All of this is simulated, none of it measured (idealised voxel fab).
process module | voxel transistor to metal
cross-section cut | 140 nm wide | cells 5 nm
A cross-section is a grid of square cells, given in bands from the top down. A band is one or more rows of cells.
Each band's line starts with the height of the band's top and of its bottom, in nm. Then come its materials from left to right, each with its width in nm. One material with "throughout" fills the band from edge to edge. "air" is empty space.
Height 0 is the level under which the wafer as received is all one material. The lowest band goes on downwards, as in "0 down".
A width such as "30 to 40" changes by the same amount from each row of cells to the next, from the band's top row to its bottom row.
"no change" after a step means that no cell of the cross-section changed.
closed voids: empty space of 8 cells or more with no open way to the top, each as width x height at its distance from the left edge, in nm
after a step's settings: what the simulator itself notes on the step
overlay nm, on a step with a mask: how far to the right of its planned place the mask lay; to the left if negative
plan
1 op RECEIVE | material Si
2 op CONFORMAL_DEP | material SiO2 | thk nm 5
3 op CONFORMAL_DEP | material SiN | thk nm 10
4 op MASKED_ETCH | tone cover | mask id ACTIVE | width nm 95 | etch materials SiN | depth nm 10 | overlay nm 0
5 op MASKED_ETCH | tone cover | mask id ACTIVE | width nm 85 | etch materials SiO2 | depth nm 5 | overlay nm 0
6 op MASKED_ETCH | tone cover | mask id ACTIVE | width nm 95 | etch materials Si | depth nm 35 | overlay nm 0
7 op FILL_DEP | material SiO2 | thk nm 10
8 op CMP | height nm 15
9 op SELECTIVE_ETCH | etch materials SiO2 | depth nm 5
10 op STRIP | etch materials SiN
11 op SELECTIVE_ETCH | etch materials SiO2 | depth nm 5
12 op OXIDIZE | depth nm 5
13 op DIRECTIONAL_DEP | material polySi | thk nm 25
14 op DIRECTIONAL_DEP | material SiCN | thk nm 15
15 op DIRECTIONAL_DEP | material aC | thk nm 10
16 op PATTERN | tone cover | mask id GATE | material resist | width nm 15 | thk nm 25 | overlay nm 0
17 op DIRECTIONAL_ETCH | etch materials aC | depth nm 10
18 op STRIP | etch materials resist
19 op DIRECTIONAL_ETCH | etch materials SiCN | depth nm 25
20 op DIRECTIONAL_ETCH | etch materials polySi | depth nm 35
21 op STRIP | etch materials aC
22 op CONFORMAL_DEP | material SiO2 | thk nm 5
23 op DIRECTIONAL_ETCH | etch materials SiO2 | depth nm 5
24 op CONFORMAL_DEP | material SiN | thk nm 5
25 op DIRECTIONAL_ETCH | etch materials SiN | depth nm 5
26 op DIRECTIONAL_ETCH | etch materials SiO2 | depth nm 5
27 op DIRECTIONAL_ETCH | etch materials Si | depth nm 15
28 op EPI | material nSi | thk nm 20
29 op FILL_DEP | material SiO2 | thk nm 5
30 op CMP | height nm 40
31 op DIRECTIONAL_DEP | material SiO2 | thk nm 10
32 op MASKED_ETCH | tone open | mask id CONTACT | width nm 30 | pitch nm 55 | etch materials SiO2 | depth nm 35 | overlay nm 0
33 op CONFORMAL_DEP | material TiN | thk nm 5
34 op FILL_DEP | material W | thk nm 10
35 op CMP | height nm 50
36 op DIRECTIONAL_DEP | material TiN | thk nm 5
37 op DIRECTIONAL_DEP | material Ru | thk nm 20
38 op DIRECTIONAL_DEP | material aC | thk nm 15
39 op PATTERN | tone cover | mask id METAL_1 | material resist | width nm 20 | pitch nm 65 | thk nm 30 | overlay nm 0
40 op DIRECTIONAL_ETCH | etch materials aC | depth nm 15
41 op STRIP | etch materials resist
42 op DIRECTIONAL_ETCH | etch materials Ru | depth nm 20
43 op DIRECTIONAL_ETCH | etch materials TiN | depth nm 5
44 op STRIP | etch materials aC
45 op CONFORMAL_DEP | material SiCN | thk nm 5
46 op FILL_DEP | material SiO2 | thk nm 10
47 op CMP | height nm 75
48 op CONFORMAL_DEP | material SiN | thk nm 5
varied across the wafers: width nm of step 5. The plan shows the first wafer's value. All wafers start alike
first wafer as received, after step 1
  0 down: Si throughout
  closed voids: none
each wafer at the end: cells of each material gained (+) or lost (-) since it was received, then its closed voids
width nm 85 | +32 Ru | -112 Si | +45 SiCN | +46 SiN | +260 SiO2 | +44 TiN | +38 W | +80 nSi | +15 polySi | closed voids: none
width nm 90 | +32 Ru | -112 Si | +45 SiCN | +46 SiN | +260 SiO2 | +44 TiN | +38 W | +80 nSi | +15 polySi | closed voids: none
width nm 95 | +32 Ru | -112 Si | +45 SiCN | +46 SiN | +260 SiO2 | +44 TiN | +38 W | +80 nSi | +15 polySi | closed voids: none
width nm 100 | +32 Ru | -106 Si | +45 SiCN | +46 SiN | +254 SiO2 | +44 TiN | +38 W | +80 nSi | +15 polySi | closed voids: none
width nm 105 | +32 Ru | -100 Si | +45 SiCN | +46 SiN | +248 SiO2 | +44 TiN | +38 W | +80 nSi | +15 polySi | closed voids: none
width nm 110 | +32 Ru | -94 Si | +45 SiCN | +46 SiN | +242 SiO2 | +44 TiN | +38 W | +80 nSi | +15 polySi | closed voids: none
